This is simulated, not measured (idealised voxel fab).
A process module follows: voxel gate over fins.
cross-section cut | 265 nm wide | cells 5 nm
Each cross-section below is a grid of square cells, stated as bands in top-down order, with one or more rows of cells making up each band. Top height, bottom height, nm. Materials left to right, width each, nm. Single material + "edge to edge" = fills band edge to edge. "empty" = empty. It should be noted that heights are counted from 0, beneath which the wafer as supplied is of one material throughout, and that the lowest band possesses no lower boundary but continues downward, as written in "top 0, no bottom". The width entry "30 to 40" should be interpreted row by row: the top row of cells in the band takes the first number, the bottom row takes the second number, and the change between adjacent rows is uniform throughout. For the purposes of this document, the phrase "changes: none" attached to a step denotes that no cell within the cross-section was modified by that step. Basically, "closed voids" tells you about the enclosed voids: empty spaces with no open way to the top, 8 cells or bigger, each written width x height at distance, where distance is from the left edge, all in nm. after a step's settings: what the simulator itself notes on the step. overlay nm: how far to the right of its planned place the mask lay on this masked step (negative: to the left). Read each pair as before and after one process step. The after cross-section shows only down to the lowest band that changed. The step between them and its settings are given below the pair. Pairs can come from different runs of this module on the same starting wafer. A pair continues from the pair above only where its "Pre-step condition" entry says so.

Pre-step condition
> top 40, bottom 30  W edge to edge
> top 30, bottom 25  70 nm W, 125 nm TiN, 70 nm W
> top 25, bottom 20  70 nm W, 5 nm TiN, 55 nm TiAl, 5 nm TiN, 55 nm TiAl, 5 nm TiN, 70 nm W
> top 20, bottom 15  75 nm TiN, 55 nm TiAl, 5 nm TiN, 55 nm TiAl, 75 nm TiN
> top 15, bottom 10  TiAl edge to edge
> top 10, bottom 5  90 nm TiAl, 25 nm TiN, 35 nm TiAl, 25 nm TiN, 90 nm TiAl
> top 5, bottom 0  90 nm TiAl, 5 nm TiN, 15 nm HfO2, 5 nm TiN, 35 nm TiAl, 5 nm TiN, 15 nm HfO2, 5 nm TiN, 90 nm TiAl
> top 0, bottom -5  95 nm TiN, 5 nm HfO2, 5 nm Si, 5 nm HfO2, 45 nm TiN, 5 nm HfO2, 5 nm Si, 5 nm HfO2, 95 nm TiN
> top -5, bottom -10  100 nm HfO2, 5 nm Si, 55 nm HfO2, 5 nm Si, 100 nm HfO2
> top -10, bottom -20  100 nm SiO2, 5 nm Si, 55 nm SiO2, 5 nm Si, 100 nm SiO2
> top -20, bottom -25  100 nm SiO2, 5 nm Si, 20 nm SiO2, 15 nm TiN, 20 nm SiO2, 5 nm Si, 100 nm SiO2
> top -25, bottom -35  100 nm SiO2, 5 nm Si, 55 nm SiO2, 5 nm Si, 100 nm SiO2
> top -35, no bottom  Si edge to edge
> closed voids: none

Step Result
> top 25, bottom 20  70 nm W, 5 nm TiN, 55 nm TiAl, 5 nm TiN, 55 nm TiAl, 5 nm TiN, 70 nm W
> Beneath the level 20, the cross-section is identical to its previous state.
> closed voids: none
the step between: op CMP | height nm 25

Pre-step condition: = after-state of the pair above.

Step Result
> top 30, bottom 25  SiN edge to edge
> Beneath the level 25, the cross-section is identical to its previous state.
> closed voids: none
the step between: op CONFORMAL_DEP | material SiN | thk nm 5

Pre-step condition
> top 5, bottom 0  SiN edge to edge
> top 0, no bottom  Si edge to edge
> closed voids: none

Step Result
> top 5, bottom 0  90 nm empty, 25 nm SiN, 35 nm empty, 25 nm SiN, 90 nm empty
> Beneath the level 0, the cross-section is identical to its previous state.
> closed voids: none
the step between: op MASKED_ETCH | tone cover | mask id FINS | width nm 25 | pitch nm 60 | etch materials SiN | depth nm 5 | overlay nm 0

Pre-step condition: = after-state of the pair above.

Step Result
> top 5, bottom 0  90 nm empty, 25 nm SiN, 35 nm empty, 25 nm SiN, 90 nm empty
> top 0, bottom -30  90 nm empty, 25 nm Si, 35 nm empty, 25 nm Si, 90 nm empty
> Beneath the level -30, the cross-section is identical to its previous state.
> closed voids: none
the step between: op MASKED_ETCH | tone cover | mask id FINS | width nm 15 | pitch nm 60 | etch materials Si | depth nm 30 | overlay nm 0

Pre-step condition: = after-state of the pair above.

Step Result
> top 5, bottom 0  90 nm empty, 25 nm SiN, 35 nm empty, 25 nm SiN, 90 nm empty
> top 0, bottom -30  90 nm empty, 5 nm SiO2, 15 nm Si, 5 nm SiO2, 35 nm empty, 5 nm SiO2, 15 nm Si, 5 nm SiO2, 90 nm empty
> top -30, bottom -35  95 nm SiO2, 15 nm Si, 45 nm SiO2, 15 nm Si, 95 nm SiO2
> Beneath the level -35, the cross-section is identical to its previous state.
> closed voids: none
the step between: op OXIDIZE | depth nm 5

Pre-step condition: = after-state of the pair above.

Step Result
> top 10, bottom 5  SiO2 edge to edge
> top 5, bottom 0  90 nm SiO2, 25 nm SiN, 35 nm SiO2, 25 nm SiN, 90 nm SiO2
> top 0, bottom -35  95 nm SiO2, 15 nm Si, 45 nm SiO2, 15 nm Si, 95 nm SiO2
> Beneath the level -35, the cross-section is identical to its previous state.
> closed voids: none
the step between: op FILL_DEP | material SiO2 | thk nm 5

Pre-step condition: = after-state of the pair above.

Step Result
> top 5, bottom 0  90 nm SiO2, 25 nm SiN, 35 nm SiO2, 25 nm SiN, 90 nm SiO2
> Beneath the level 0, the cross-section is identical to its previous state.
> closed voids: none
the step between: op CMP | height nm 5

Pre-step condition: = after-state of the pair above.

Step Result
> top 20, bottom 5  125 nm resist, 15 nm empty, 125 nm resist
> Beneath the level 5, the cross-section is identical to its previous state.
> closed voids: none
the step between: op PATTERN | tone open | mask id RAIL | material resist | width nm 15 | thk nm 15 | overlay nm 0

Pre-step condition: = after-state of the pair above.

Step Result
> top 20, bottom 5  125 nm resist, 15 nm empty, 125 nm resist
> top 5, bottom 0  90 nm SiO2, 25 nm SiN, 10 nm SiO2, 15 nm empty, 10 nm SiO2, 25 nm SiN, 90 nm SiO2
> top 0, bottom -25  95 nm SiO2, 15 nm Si, 15 nm SiO2, 15 nm empty, 15 nm SiO2, 15 nm Si, 95 nm SiO2
> Beneath the level -25, the cross-section is identical to its previous state.
> closed voids: none
the step between: op DIRECTIONAL_ETCH | etch materials SiO2 | depth nm 30

Pre-step condition: = after-state of the pair above.

Step Result
> top 5, bottom 0  90 nm SiO2, 25 nm SiN, 10 nm SiO2, 15 nm empty, 10 nm SiO2, 25 nm SiN, 90 nm SiO2
> Beneath the level 0, the cross-section is identical to its previous state.
> closed voids: none
the step between: op STRIP | etch materials resist

Pre-step condition: = after-state of the pair above.

Step Result
> top 10, bottom 5  130 nm TiN, 5 nm empty, 130 nm TiN
> top 5, bottom 0  90 nm SiO2, 25 nm SiN, 10 nm SiO2, 5 nm TiN, 5 nm empty, 5 nm TiN, 10 nm SiO2, 25 nm SiN, 90 nm SiO2
> top 0, bottom -20  95 nm SiO2, 15 nm Si, 15 nm SiO2, 5 nm TiN, 5 nm empty, 5 nm TiN, 15 nm SiO2, 15 nm Si, 95 nm SiO2
> top -20, bottom -25  95 nm SiO2, 15 nm Si, 15 nm SiO2, 15 nm TiN, 15 nm SiO2, 15 nm Si, 95 nm SiO2
> Beneath the level -25, the cross-section is identical to its previous state.
> closed voids: none
the step between: op CONFORMAL_DEP | material TiN | thk nm 5

Pre-step condition: = after-state of the pair above.

Step Result
> top 15, bottom 10  W edge to edge
> top 10, bottom 5  130 nm TiN, 5 nm W, 130 nm TiN
> top 5, bottom 0  90 nm SiO2, 25 nm SiN, 10 nm SiO2, 5 nm TiN, 5 nm W, 5 nm TiN, 10 nm SiO2, 25 nm SiN, 90 nm SiO2
> top 0, bottom -20  95 nm SiO2, 15 nm Si, 15 nm SiO2, 5 nm TiN, 5 nm W, 5 nm TiN, 15 nm SiO2, 15 nm Si, 95 nm SiO2
> Beneath the level -20, the cross-section is identical to its previous state.
> closed voids: none
the step between: op FILL_DEP | material W | thk nm 5

Pre-step condition: = after-state of the pair above.

Step Result
> top 5, bottom 0  90 nm SiO2, 25 nm SiN, 10 nm SiO2, 5 nm TiN, 5 nm W, 5 nm TiN, 10 nm SiO2, 25 nm SiN, 90 nm SiO2
> Beneath the level 0, the cross-section is identical to its previous state.
> closed voids: none
the step between: op CMP | height nm 5

Pre-step condition: = after-state of the pair above.

Step Result
> top 5, bottom 0  90 nm SiO2, 25 nm SiN, 10 nm SiO2, 15 nm empty, 10 nm SiO2, 25 nm SiN, 90 nm SiO2
> top 0, bottom -20  95 nm SiO2, 15 nm Si, 15 nm SiO2, 15 nm empty, 15 nm SiO2, 15 nm Si, 95 nm SiO2
> Beneath the level -20, the cross-section is identical to its previous state.
> closed voids: none
the step between: op SELECTIVE_ETCH | etch materials W Ru TiN | depth nm 25

Pre-step condition: = after-state of the pair above.

Step Result
> top 10, bottom 5  SiO2 edge to edge
> top 5, bottom 0  90 nm SiO2, 25 nm SiN, 35 nm SiO2, 25 nm SiN, 90 nm SiO2
> top 0, bottom -20  95 nm SiO2, 15 nm Si, 45 nm SiO2, 15 nm Si, 95 nm SiO2
> Beneath the level -20, the cross-section is identical to its previous state.
> closed voids: none
the step between: op FILL_DEP | material SiO2 | thk nm 5

Pre-step condition: = after-state of the pair above.

Step Result
> top 5, bottom 0  90 nm SiO2, 25 nm SiN, 35 nm SiO2, 25 nm SiN, 90 nm SiO2
> Beneath the level 0, the cross-section is identical to its previous state.
> closed voids: none
the step between: op CMP | height nm 5

Pre-step condition: = after-state of the pair above.

Step Result
> top 5, bottom 0  90 nm empty, 25 nm SiN, 35 nm empty, 25 nm SiN, 90 nm empty
> top 0, bottom -10  95 nm empty, 15 nm Si, 45 nm empty, 15 nm Si, 95 nm empty
> Beneath the level -10, the cross-section is identical to its previous state.
> closed voids: none
the step between: op SELECTIVE_ETCH | etch materials SiO2 | depth nm 15

Pre-step condition: = after-state of the pair above.

Step Result
> top 0, bottom -10  95 nm empty, 15 nm Si, 45 nm empty, 15 nm Si, 95 nm empty
> Beneath the level -10, the cross-section is identical to its previous state.
> closed voids: none
the step between: op STRIP | etch materials SiN

Pre-step condition: = after-state of the pair above.

Step Result
> top 5, bottom 0  90 nm empty, 25 nm HfO2, 35 nm empty, 25 nm HfO2, 90 nm empty
> top 0, bottom -5  90 nm empty, 5 nm HfO2, 15 nm Si, 5 nm HfO2, 35 nm empty, 5 nm HfO2, 15 nm Si, 5 nm HfO2, 90 nm empty
> top -5, bottom -10  95 nm HfO2, 15 nm Si, 45 nm HfO2, 15 nm Si, 95 nm HfO2
> Beneath the level -10, the cross-section is identical to its previous state.
> closed voids: none
the step between: op CONFORMAL_DEP | material HfO2 | thk nm 5

Pre-step condition: = after-state of the pair above.

Step Result
> top 10, bottom 5  85 nm empty, 35 nm TiN, 25 nm empty, 35 nm TiN, 85 nm empty
> top 5, bottom 0  85 nm empty, 5 nm TiN, 25 nm HfO2, 5 nm TiN, 25 nm empty, 5 nm TiN, 25 nm HfO2, 5 nm TiN, 85 nm empty
> top 0, bottom -5  90 nm TiN, 5 nm HfO2, 15 nm Si, 5 nm HfO2, 35 nm TiN, 5 nm HfO2, 15 nm Si, 5 nm HfO2, 90 nm TiN
> Beneath the level -5, the cross-section is identical to its previous state.
> closed voids: none
the step between: op CONFORMAL_DEP | material TiN | thk nm 5

Pre-step condition: = after-state of the pair above.

Step Result
> top 15, bottom 10  80 nm empty, 45 nm TiAl, 15 nm empty, 45 nm TiAl, 80 nm empty
> top 10, bottom 5  80 nm empty, 5 nm TiAl, 35 nm TiN, 5 nm TiAl, 15 nm empty, 5 nm TiAl, 35 nm TiN, 5 nm TiAl, 80 nm empty
> top 5, bottom 0  85 nm TiAl, 5 nm TiN, 25 nm HfO2, 5 nm TiN, 25 nm TiAl, 5 nm TiN, 25 nm HfO2, 5 nm TiN, 85 nm TiAl
> Beneath the level 0, the cross-section is identical to its previous state.
> closed voids: none
the step between: op CONFORMAL_DEP | material TiAl | thk nm 5

Pre-step condition: = after-state of the pair above.

Step Result
> top 20, bottom 15  75 nm empty, 55 nm TiN, 5 nm empty, 55 nm TiN, 75 nm empty
> top 15, bottom 10  75 nm empty, 5 nm TiN, 45 nm TiAl, 5 nm TiN, 5 nm empty, 5 nm TiN, 45 nm TiAl, 5 nm TiN, 75 nm empty
> top 10, bottom 5  80 nm TiN, 5 nm TiAl, 35 nm TiN, 5 nm TiAl, 15 nm TiN, 5 nm TiAl, 35 nm TiN, 5 nm TiAl, 80 nm TiN
> Beneath the level 5, the cross-section is identical to its previous state.
> closed voids: none
the step between: op CONFORMAL_DEP | material TiN | thk nm 5

Pre-step condition: = after-state of the pair above.

Step Result
> top 30, bottom 20  W edge to edge
> top 20, bottom 15  75 nm W, 55 nm TiN, 5 nm W, 55 nm TiN, 75 nm W
> top 15, bottom 10  75 nm W, 5 nm TiN, 45 nm TiAl, 5 nm TiN, 5 nm W, 5 nm TiN, 45 nm TiAl, 5 nm TiN, 75 nm W
> Beneath the level 10, the cross-section is identical to its previous state.
> closed voids: none
the step between: op FILL_DEP | material W | thk nm 10

Pre-step condition: = after-state of the pair above.

Step Result
> top 25, bottom 20  W edge to edge
> Beneath the level 20, the cross-section is identical to its previous state.
> closed voids: none
the step between: op CMP | height nm 25

Pre-step condition: = after-state of the pair above.

Step Result
> top 30, bottom 25  SiN edge to edge
> Beneath the level 25, the cross-section is identical to its previous state.
> closed voids: none
the step between: op CONFORMAL_DEP | material SiN | thk nm 5

Pre-step condition
> top 5, bottom 0  95 nm SiO2, 15 nm SiN, 45 nm SiO2, 15 nm SiN, 95 nm SiO2
> top 0, bottom -35  100 nm SiO2, 5 nm Si, 55 nm SiO2, 5 nm Si, 100 nm SiO2
> top -35, no bottom  Si edge to edge
> closed voids: none

Step Result
> top 20, bottom 5  120 nm resist, 15 nm empty, 130 nm resist
> Beneath the level 5, the cross-section is identical to its previous state.
> closed voids: none
the step between: op PATTERN | tone open | mask id RAIL | material resist | width nm 15 | thk nm 15 | overlay nm -5

Pre-step condition: = after-state of the pair above.

Step Result
> top 20, bottom 5  120 nm resist, 15 nm empty, 130 nm resist
> top 5, bottom 0  95 nm SiO2, 15 nm SiN, 10 nm SiO2, 15 nm empty, 20 nm SiO2, 15 nm SiN, 95 nm SiO2
> top 0, bottom -25  100 nm SiO2, 5 nm Si, 15 nm SiO2, 15 nm empty, 25 nm SiO2, 5 nm Si, 100 nm SiO2
> Beneath the level -25, the cross-section is identical to its previous state.
> closed voids: none
the step between: op DIRECTIONAL_ETCH | etch materials SiO2 | depth nm 30

Pre-step condition: = after-state of the pair above.

Step Result
> top 5, bottom 0  95 nm SiO2, 15 nm SiN, 10 nm SiO2, 15 nm empty, 20 nm SiO2, 15 nm SiN, 95 nm SiO2
> Beneath the level 0, the cross-section is identical to its previous state.
> closed voids: none
the step between: op STRIP | etch materials resist

Pre-step condition: = after-state of the pair above.

Step Result
> top 10, bottom 5  125 nm TiN, 5 nm empty, 135 nm TiN
> top 5, bottom 0  95 nm SiO2, 15 nm SiN, 10 nm SiO2, 5 nm TiN, 5 nm empty, 5 nm TiN, 20 nm SiO2, 15 nm SiN, 95 nm SiO2
> top 0, bottom -20  100 nm SiO2, 5 nm Si, 15 nm SiO2, 5 nm TiN, 5 nm empty, 5 nm TiN, 25 nm SiO2, 5 nm Si, 100 nm SiO2
> top -20, bottom -25  100 nm SiO2, 5 nm Si, 15 nm SiO2, 15 nm TiN, 25 nm SiO2, 5 nm Si, 100 nm SiO2
> Beneath the level -25, the cross-section is identical to its previous state.
> closed voids: none
the step between: op CONFORMAL_DEP | material TiN | thk nm 5

Pre-step condition: = after-state of the pair above.

Step Result
> top 15, bottom 10  W edge to edge
> top 10, bottom 5  125 nm TiN, 5 nm W, 135 nm TiN
> top 5, bottom 0  95 nm SiO2, 15 nm SiN, 10 nm SiO2, 5 nm TiN, 5 nm W, 5 nm TiN, 20 nm SiO2, 15 nm SiN, 95 nm SiO2
> top 0, bottom -20  100 nm SiO2, 5 nm Si, 15 nm SiO2, 5 nm TiN, 5 nm W, 5 nm TiN, 25 nm SiO2, 5 nm Si, 100 nm SiO2
> Beneath the level -20, the cross-section is identical to its previous state.
> closed voids: none
the step between: op FILL_DEP | material W | thk nm 5

Pre-step condition: = after-state of the pair above.

Step Result
> top 5, bottom 0  95 nm SiO2, 15 nm SiN, 10 nm SiO2, 5 nm TiN, 5 nm W, 5 nm TiN, 20 nm SiO2, 15 nm SiN, 95 nm SiO2
> Beneath the level 0, the cross-section is identical to its previous state.
> closed voids: none
the step between: op CMP | height nm 5

Pre-step condition: = after-state of the pair above.

Step Result
> top 5, bottom 0  95 nm SiO2, 15 nm SiN, 10 nm SiO2, 15 nm empty, 20 nm SiO2, 15 nm SiN, 95 nm SiO2
> top 0, bottom -20  100 nm SiO2, 5 nm Si, 15 nm SiO2, 15 nm empty, 25 nm SiO2, 5 nm Si, 100 nm SiO2
> Beneath the level -20, the cross-section is identical to its previous state.
> closed voids: none
the step between: op SELECTIVE_ETCH | etch materials W Ru TiN | depth nm 25

Pre-step condition: = after-state of the pair above.

Step Result
> top 10, bottom 5  SiO2 edge to edge
> top 5, bottom 0  95 nm SiO2, 15 nm SiN, 45 nm SiO2, 15 nm SiN, 95 nm SiO2
> top 0, bottom -20  100 nm SiO2, 5 nm Si, 55 nm SiO2, 5 nm Si, 100 nm SiO2
> Beneath the level -20, the cross-section is identical to its previous state.
> closed voids: none
the step between: op FILL_DEP | material SiO2 | thk nm 5

Pre-step condition: = after-state of the pair above.

Step Result
> top 5, bottom 0  95 nm SiO2, 15 nm SiN, 45 nm SiO2, 15 nm SiN, 95 nm SiO2
> Beneath the level 0, the cross-section is identical to its previous state.
> closed voids: none
the step between: op CMP | height nm 5

Pre-step condition: = after-state of the pair above.

Step Result
> top 5, bottom 0  95 nm empty, 15 nm SiN, 45 nm empty, 15 nm SiN, 95 nm empty
> top 0, bottom -10  100 nm empty, 5 nm Si, 55 nm empty, 5 nm Si, 100 nm empty
> Beneath the level -10, the cross-section is identical to its previous state.
> closed voids: none
the step between: op SELECTIVE_ETCH | etch materials SiO2 | depth nm 15

Pre-step condition: = after-state of the pair above.

Step Result
> top 0, bottom -10  100 nm empty, 5 nm Si, 55 nm empty, 5 nm Si, 100 nm empty
> Beneath the level -10, the cross-section is identical to its previous state.
> closed voids: none
the step between: op STRIP | etch materials SiN

Pre-step condition: = after-state of the pair above.

Step Result
> top 5, bottom 0  95 nm empty, 15 nm HfO2, 45 nm empty, 15 nm HfO2, 95 nm empty
> top 0, bottom -5  95 nm empty, 5 nm HfO2, 5 nm Si, 5 nm HfO2, 45 nm empty, 5 nm HfO2, 5 nm Si, 5 nm HfO2, 95 nm empty
> top -5, bottom -10  100 nm HfO2, 5 nm Si, 55 nm HfO2, 5 nm Si, 100 nm HfO2
> Beneath the level -10, the cross-section is identical to its previous state.
> closed voids: none
the step between: op CONFORMAL_DEP | material HfO2 | thk nm 5

Pre-step condition: = after-state of the pair above.

Step Result
> top 10, bottom 5  90 nm empty, 25 nm TiN, 35 nm empty, 25 nm TiN, 90 nm empty
> top 5, bottom 0  90 nm empty, 5 nm TiN, 15 nm HfO2, 5 nm TiN, 35 nm empty, 5 nm TiN, 15 nm HfO2, 5 nm TiN, 90 nm empty
> top 0, bottom -5  95 nm TiN, 5 nm HfO2, 5 nm Si, 5 nm HfO2, 45 nm TiN, 5 nm HfO2, 5 nm Si, 5 nm HfO2, 95 nm TiN
> Beneath the level -5, the cross-section is identical to its previous state.
> closed voids: none
the step between: op CONFORMAL_DEP | material TiN | thk nm 5

Pre-step condition: = after-state of the pair above.

Step Result
> top 15, bottom 10  85 nm empty, 35 nm TiAl, 25 nm empty, 35 nm TiAl, 85 nm empty
> top 10, bottom 5  85 nm empty, 5 nm TiAl, 25 nm TiN, 5 nm TiAl, 25 nm empty, 5 nm TiAl, 25 nm TiN, 5 nm TiAl, 85 nm empty
> top 5, bottom 0  90 nm TiAl, 5 nm TiN, 15 nm HfO2, 5 nm TiN, 35 nm TiAl, 5 nm TiN, 15 nm HfO2, 5 nm TiN, 90 nm TiAl
> Beneath the level 0, the cross-section is identical to its previous state.
> closed voids: none
the step between: op CONFORMAL_DEP | material TiAl | thk nm 5

Pre-step condition: = after-state of the pair above.

Step Result
> top 20, bottom 15  80 nm empty, 45 nm TiN, 15 nm empty, 45 nm TiN, 80 nm empty
> top 15, bottom 10  80 nm empty, 5 nm TiN, 35 nm TiAl, 5 nm TiN, 15 nm empty, 5 nm TiN, 35 nm TiAl, 5 nm TiN, 80 nm empty
> top 10, bottom 5  85 nm TiN, 5 nm TiAl, 25 nm TiN, 5 nm TiAl, 25 nm TiN, 5 nm TiAl, 25 nm TiN, 5 nm TiAl, 85 nm TiN
> Beneath the level 5, the cross-section is identical to its previous state.
> closed voids: none
the step between: op CONFORMAL_DEP | material TiN | thk nm 5

Pre-step condition: = after-state of the pair above.

Step Result
> top 30, bottom 20  W edge to edge
> top 20, bottom 15  80 nm W, 45 nm TiN, 15 nm W, 45 nm TiN, 80 nm W
> top 15, bottom 10  80 nm W, 5 nm TiN, 35 nm TiAl, 5 nm TiN, 15 nm W, 5 nm TiN, 35 nm TiAl, 5 nm TiN, 80 nm W
> Beneath the level 10, the cross-section is identical to its previous state.
> closed voids: none
the step between: op FILL_DEP | material W | thk nm 10

Pre-step condition: = after-state of the pair above.

Step Result
> top 25, bottom 20  W edge to edge
> Beneath the level 20, the cross-section is identical to its previous state.
> closed voids: none
the step between: op CMP | height nm 25

Pre-step condition: = after-state of the pair above.

Step Result
> top 30, bottom 25  SiN edge to edge
> Beneath the level 25, the cross-section is identical to its previous state.
> closed voids: none
the step between: op CONFORMAL_DEP | material SiN | thk nm 5

Pre-step condition
> top 10, bottom 5  130 nm TiN, 5 nm empty, 130 nm TiN
> top 5, bottom 0  95 nm SiO2, 15 nm SiN, 15 nm SiO2, 5 nm TiN, 5 nm empty, 5 nm TiN, 15 nm SiO2, 15 nm SiN, 95 nm SiO2
> top 0, bottom -20  100 nm SiO2, 5 nm Si, 20 nm SiO2, 5 nm TiN, 5 nm empty, 5 nm TiN, 20 nm SiO2, 5 nm Si, 100 nm SiO2
> top -20, bottom -25  100 nm SiO2, 5 nm Si, 20 nm SiO2, 15 nm TiN, 20 nm SiO2, 5 nm Si, 100 nm SiO2
> top -25, bottom -35  100 nm SiO2, 5 nm Si, 55 nm SiO2, 5 nm Si, 100 nm SiO2
> top -35, no bottom  Si edge to edge
> closed voids: none

Step Result
> top 15, bottom 10  SiN edge to edge
> top 10, bottom 5  130 nm TiN, 5 nm SiN, 130 nm TiN
> top 5, bottom 0  95 nm SiO2, 15 nm SiN, 15 nm SiO2, 5 nm TiN, 5 nm SiN, 5 nm TiN, 15 nm SiO2, 15 nm SiN, 95 nm SiO2
> top 0, bottom -20  100 nm SiO2, 5 nm Si, 20 nm SiO2, 5 nm TiN, 5 nm SiN, 5 nm TiN, 20 nm SiO2, 5 nm Si, 100 nm SiO2
> Beneath the level -20, the cross-section is identical to its previous state.
> closed voids: none
the step between: op FILL_DEP | material SiN | thk nm 5

Pre-step condition: = after-state of the pair above.

Step Result
> top 5, bottom 0  95 nm SiO2, 15 nm SiN, 15 nm SiO2, 5 nm TiN, 5 nm SiN, 5 nm TiN, 15 nm SiO2, 15 nm SiN, 95 nm SiO2
> Beneath the level 0, the cross-section is identical to its previous state.
> closed voids: none
the step between: op CMP | height nm 5

Pre-step condition: = after-state of the pair above.

Step Result
> top 5, bottom 0  95 nm SiO2, 15 nm SiN, 15 nm SiO2, 5 nm empty, 5 nm SiN, 5 nm empty, 15 nm SiO2, 15 nm SiN, 95 nm SiO2
> top 0, bottom -20  100 nm SiO2, 5 nm Si, 20 nm SiO2, 5 nm empty, 5 nm SiN, 5 nm empty, 20 nm SiO2, 5 nm Si, 100 nm SiO2
> Beneath the level -20, the cross-section is identical to its previous state.
> closed voids: none
the step between: op SELECTIVE_ETCH | etch materials W Ru TiN | depth nm 25

Pre-step condition: = after-state of the pair above.

Step Result
> top 10, bottom 5  SiO2 edge to edge
> top 5, bottom 0  95 nm SiO2, 15 nm SiN, 20 nm SiO2, 5 nm SiN, 20 nm SiO2, 15 nm SiN, 95 nm SiO2
> top 0, bottom -20  100 nm SiO2, 5 nm Si, 25 nm SiO2, 5 nm SiN, 25 nm SiO2, 5 nm Si, 100 nm SiO2
> Beneath the level -20, the cross-section is identical to its previous state.
> closed voids: none
the step between: op FILL_DEP | material SiO2 | thk nm 5

Pre-step condition: = after-state of the pair above.

Step Result
> top 5, bottom 0  95 nm SiO2, 15 nm SiN, 20 nm SiO2, 5 nm SiN, 20 nm SiO2, 15 nm SiN, 95 nm SiO2
> Beneath the level 0, the cross-section is identical to its previous state.
> closed voids: none
the step between: op CMP | height nm 5

Pre-step condition: = after-state of the pair above.

Step Result
> top 5, bottom 0  95 nm empty, 15 nm SiN, 20 nm empty, 5 nm SiN, 20 nm empty, 15 nm SiN, 95 nm empty
> top 0, bottom -10  100 nm empty, 5 nm Si, 25 nm empty, 5 nm SiN, 25 nm empty, 5 nm Si, 100 nm empty
> Beneath the level -10, the cross-section is identical to its previous state.
> closed voids: none
the step between: op SELECTIVE_ETCH | etch materials SiO2 | depth nm 15

Pre-step condition: = after-state of the pair above.

Step Result
> top 0, bottom -10  100 nm empty, 5 nm Si, 55 nm empty, 5 nm Si, 100 nm empty
> top -10, bottom -20  100 nm SiO2, 5 nm Si, 25 nm SiO2, 5 nm empty, 25 nm SiO2, 5 nm Si, 100 nm SiO2
> Beneath the level -20, the cross-section is identical to its previous state.
> closed voids: none
the step between: op STRIP | etch materials SiN

Pre-step condition: = after-state of the pair above.

Step Result
> top 5, bottom 0  95 nm empty, 15 nm HfO2, 45 nm empty, 15 nm HfO2, 95 nm empty
> top 0, bottom -5  95 nm empty, 5 nm HfO2, 5 nm Si, 5 nm HfO2, 45 nm empty, 5 nm HfO2, 5 nm Si, 5 nm HfO2, 95 nm empty
> top -5, bottom -10  100 nm HfO2, 5 nm Si, 55 nm HfO2, 5 nm Si, 100 nm HfO2
> top -10, bottom -20  100 nm SiO2, 5 nm Si, 25 nm SiO2, 5 nm HfO2, 25 nm SiO2, 5 nm Si, 100 nm SiO2
> Beneath the level -20, the cross-section is identical to its previous state.
> closed voids: none
the step between: op CONFORMAL_DEP | material HfO2 | thk nm 5

Pre-step condition: = after-state of the pair above.

Step Result
> top 10, bottom 5  90 nm empty, 25 nm TiN, 35 nm empty, 25 nm TiN, 90 nm empty
> top 5, bottom 0  90 nm empty, 5 nm TiN, 15 nm HfO2, 5 nm TiN, 35 nm empty, 5 nm TiN, 15 nm HfO2, 5 nm TiN, 90 nm empty
> top 0, bottom -5  95 nm TiN, 5 nm HfO2, 5 nm Si, 5 nm HfO2, 45 nm TiN, 5 nm HfO2, 5 nm Si, 5 nm HfO2, 95 nm TiN
> Beneath the level -5, the cross-section is identical to its previous state.
> closed voids: none
the step between: op CONFORMAL_DEP | material TiN | thk nm 5

Pre-step condition: = after-state of the pair above.

Step Result
> top 15, bottom 10  85 nm empty, 35 nm TiAl, 25 nm empty, 35 nm TiAl, 85 nm empty
> top 10, bottom 5  85 nm empty, 5 nm TiAl, 25 nm TiN, 5 nm TiAl, 25 nm empty, 5 nm TiAl, 25 nm TiN, 5 nm TiAl, 85 nm empty
> top 5, bottom 0  90 nm TiAl, 5 nm TiN, 15 nm HfO2, 5 nm TiN, 35 nm TiAl, 5 nm TiN, 15 nm HfO2, 5 nm TiN, 90 nm TiAl
> Beneath the level 0, the cross-section is identical to its previous state.
> closed voids: none
the step between: op CONFORMAL_DEP | material TiAl | thk nm 5

Pre-step condition: = after-state of the pair above.

Step Result
> top 20, bottom 15  80 nm empty, 45 nm TiN, 15 nm empty, 45 nm TiN, 80 nm empty
> top 15, bottom 10  80 nm empty, 5 nm TiN, 35 nm TiAl, 5 nm TiN, 15 nm empty, 5 nm TiN, 35 nm TiAl, 5 nm TiN, 80 nm empty
> top 10, bottom 5  85 nm TiN, 5 nm TiAl, 25 nm TiN, 5 nm TiAl, 25 nm TiN, 5 nm TiAl, 25 nm TiN, 5 nm TiAl, 85 nm TiN
> Beneath the level 5, the cross-section is identical to its previous state.
> closed voids: none
the step between: op CONFORMAL_DEP | material TiN | thk nm 5

Pre-step condition: = after-state of the pair above.

Step Result
> top 30, bottom 20  W edge to edge
> top 20, bottom 15  80 nm W, 45 nm TiN, 15 nm W, 45 nm TiN, 80 nm W
> top 15, bottom 10  80 nm W, 5 nm TiN, 35 nm TiAl, 5 nm TiN, 15 nm W, 5 nm TiN, 35 nm TiAl, 5 nm TiN, 80 nm W
> Beneath the level 10, the cross-section is identical to its previous state.
> closed voids: none
the step between: op FILL_DEP | material W | thk nm 10

Pre-step condition: = after-state of the pair above.

Step Result
> top 25, bottom 20  W edge to edge
> Beneath the level 20, the cross-section is identical to its previous state.
> closed voids: none
the step between: op CMP | height nm 25

Pre-step condition: = after-state of the pair above.

Step Result
> top 30, bottom 25  SiN edge to edge
> Beneath the level 25, the cross-section is identical to its previous state.
> closed voids: none
the step between: op CONFORMAL_DEP | material SiN | thk nm 5

Pre-step condition
> top 5, bottom 0  SiN edge to edge
> top 0, no bottom  Si edge to edge
> closed voids: none

Step Result
> top 5, bottom 0  95 nm SiN, 15 nm empty, 45 nm SiN, 15 nm empty, 95 nm SiN
> Beneath the level 0, the cross-section is identical to its previous state.
> closed voids: none
the step between: op MASKED_ETCH | tone open | mask id FINS | width nm 15 | pitch nm 60 | etch materials SiN | depth nm 5 | overlay nm 0

Pre-step condition: = after-state of the pair above.

Step Result
> top 5, bottom 0  95 nm SiN, 15 nm empty, 45 nm SiN, 15 nm empty, 95 nm SiN
> top 0, bottom -5  90 nm Si, 25 nm SiO2, 35 nm Si, 25 nm SiO2, 90 nm Si
> Beneath the level -5, the cross-section is identical to its previous state.
> closed voids: none
the step between: op OXIDIZE | depth nm 5

Pre-step condition: = after-state of the pair above.

Step Result
> top 10, bottom 5  SiO2 edge to edge
> top 5, bottom 0  95 nm SiN, 15 nm SiO2, 45 nm SiN, 15 nm SiO2, 95 nm SiN
> Beneath the level 0, the cross-section is identical to its previous state.
> closed voids: none
the step between: op FILL_DEP | material SiO2 | thk nm 5

Pre-step condition: = after-state of the pair above.

Step Result
> top 5, bottom 0  95 nm SiN, 15 nm SiO2, 45 nm SiN, 15 nm SiO2, 95 nm SiN
> Beneath the level 0, the cross-section is identical to its previous state.
> closed voids: none
the step between: op CMP | height nm 5
